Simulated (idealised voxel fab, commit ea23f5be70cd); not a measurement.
The following is a process module called voxel capacitor over wiring.
Displayed cross-section: cut, width of 265 nm, square cells sized 5 nm.
Format of a cross-section: grid, square cells. Given as bands. Order: top down. Band: one or more rows of cells. The entry gives the band's vertical extent as a top height and a bottom height in nm, then its horizontal make-up as materials from left to right, each with a width in nm. "blank" stands for empty space; a single material marked "throughout" fills the band edge to edge. Measure heights from 0. That's the level where, below it, the as-received wafer is all one material. The lowest band is bottomless and extends downward; write it as in "0..down". Think of "30..40" as a width that walks from the first number to the second as you go down the band, top row to bottom row, taking equal-sized steps from row to row. "no change occurred" (step): cross-section cells unchanged, all of them. Enclosed voids (no open way to top), threshold 8 cells or more, entry "Closed voids list", notation width x height at distance, distance from left edge, nm. The remark found on a step's line after its settings is issued by the simulator itself and pertains to that step. A step's line can hold "overlay nm"; with a mask on that step, the setting says how far right of the planned place the mask lay, while a negative setting says it lay to the left.

[The steps planned for the process are as follows]
| 1 | RECEIVE with material Si |
| 2 | CONFORMAL_DEP with material SiO2, thk nm 10 |
| 3 | CONFORMAL_DEP with material SiN, thk nm 5 |
| 4 | DIRECTIONAL_DEP with material lowk, thk nm 15 |
| 5 | DIRECTIONAL_DEP with material aC, thk nm 10 |
| 6 | PATTERN with tone open, mask id METAL_1, material resist, width nm 30, pitch nm 100, thk nm 25, overlay nm 0 |
| 7 | DIRECTIONAL_ETCH with etch materials aC, depth nm 10 |
| 8 | STRIP with etch materials resist |
| 9 | DIRECTIONAL_ETCH with etch materials lowk, depth nm 15 |
| 10 | DIRECTIONAL_ETCH with etch materials SiN, depth nm 5 |
| 11 | STRIP with etch materials aC |
| 12 | CONFORMAL_DEP with material TiN, thk nm 5 |
| 13 | FILL_DEP with material Cu, thk nm 10 |
| 14 | CMP with height nm 30 |
| 15 | EPI with material Ru, thk nm 5 |
| 16 | FILL_DEP with material SiCN, thk nm 5 |
| 17 | DIRECTIONAL_DEP with material lowk, thk nm 20 |
| 18 | MASKED_ETCH with tone open, mask id PLUG_1, width nm 15, etch materials lowk, depth nm 20, overlay nm 0 |
| 19 | MASKED_ETCH with tone open, mask id PLUG_1, width nm 15, etch materials SiCN, depth nm 5, overlay nm 0 |
| 20 | EPI with material Ru, thk nm 10 |
| 21 | EPI with material Ru, thk nm 10 |
| 22 | EPI with material Ru, thk nm 5 |
| 23 | DIRECTIONAL_DEP with material TiN, thk nm 10 |
| 24 | DIRECTIONAL_DEP with material Al2O3, thk nm 5 |
| 25 | DIRECTIONAL_DEP with material TiN, thk nm 5 |
| 26 | PATTERN with tone cover, mask id UPPER_PLATE, material resist, width nm 75, thk nm 15, overlay nm 0 |
| 27 | DIRECTIONAL_ETCH with etch materials TiN, depth nm 5 |
| 28 | DIRECTIONAL_ETCH with etch materials Al2O3, depth nm 5 |
| 29 | STRIP with etch materials resist |
| 30 | MASKED_ETCH with tone cover, mask id LOWER_PLATE, width nm 85, etch materials TiN, depth nm 10, overlay nm 0 |
| 31 | FILL_DEP with material SiO2, thk nm 15 |
| 32 | CMP with height nm 90 |
| 33 | DIRECTIONAL_DEP with material aC, thk nm 15 |
| 34 | PATTERN with tone open, mask id PLUG_2, material resist, width nm 15, thk nm 35, overlay nm 0 |
| 35 | DIRECTIONAL_ETCH with etch materials aC, depth nm 15 |
| 36 | STRIP with etch materials resist |
| 37 | DIRECTIONAL_ETCH with etch materials SiO2, depth nm 10 |
| 38 | STRIP with etch materials aC |
| 39 | CONFORMAL_DEP with material TiN, thk nm 5 |
| 40 | FILL_DEP with material Ru, thk nm 10 |
| 41 | CMP with height nm 90 |
| 42 | CONFORMAL_DEP with material SiCN, thk nm 5 |

[As-received state of the wafer in cross-section, equivalent to post-step 1]
	0..down = Si throughout
	Closed voids list: none

[Below is the wafer in cross-section after the module was completed. It began from the starting point shown above and followed the plan shown above, except that one mistake was made while running it]
	95..90 = SiCN throughout
	90..85 = SiO2 (90); TiN (5); Ru (5); TiN (5); SiO2 (160)
	85..75 = SiO2 (90..80); TiN (15..75); SiO2 (160..110)
	75..70 = SiO2 (80); Al2O3 (75); SiO2 (110)
	70..60 = SiO2 (70); TiN (85); SiO2 (110)
	60..40 = lowk (80); Ru (15); lowk (170)
	40..35 = SiCN (80); Ru (15); SiCN (170)
	35..30 = SiCN (60); Ru (40); SiCN (60); Ru (40); SiCN (65)
	30..15 = lowk (65); TiN (5); Cu (20); TiN (5); lowk (70); TiN (5); Cu (20); TiN (5); lowk (70)
	15..10 = SiN (65); TiN (30); SiN (70); TiN (30); SiN (70)
	10..0 = SiO2 throughout
	0..down = Si throughout
	Closed voids list: none
Heads up, the wafer didn't run the way we planned it: not per plan at step 30, really ran MASKED_ETCH with tone cover, mask id LOWER_PLATE, width nm 85, etch materials TiN, depth nm 10, overlay nm -5
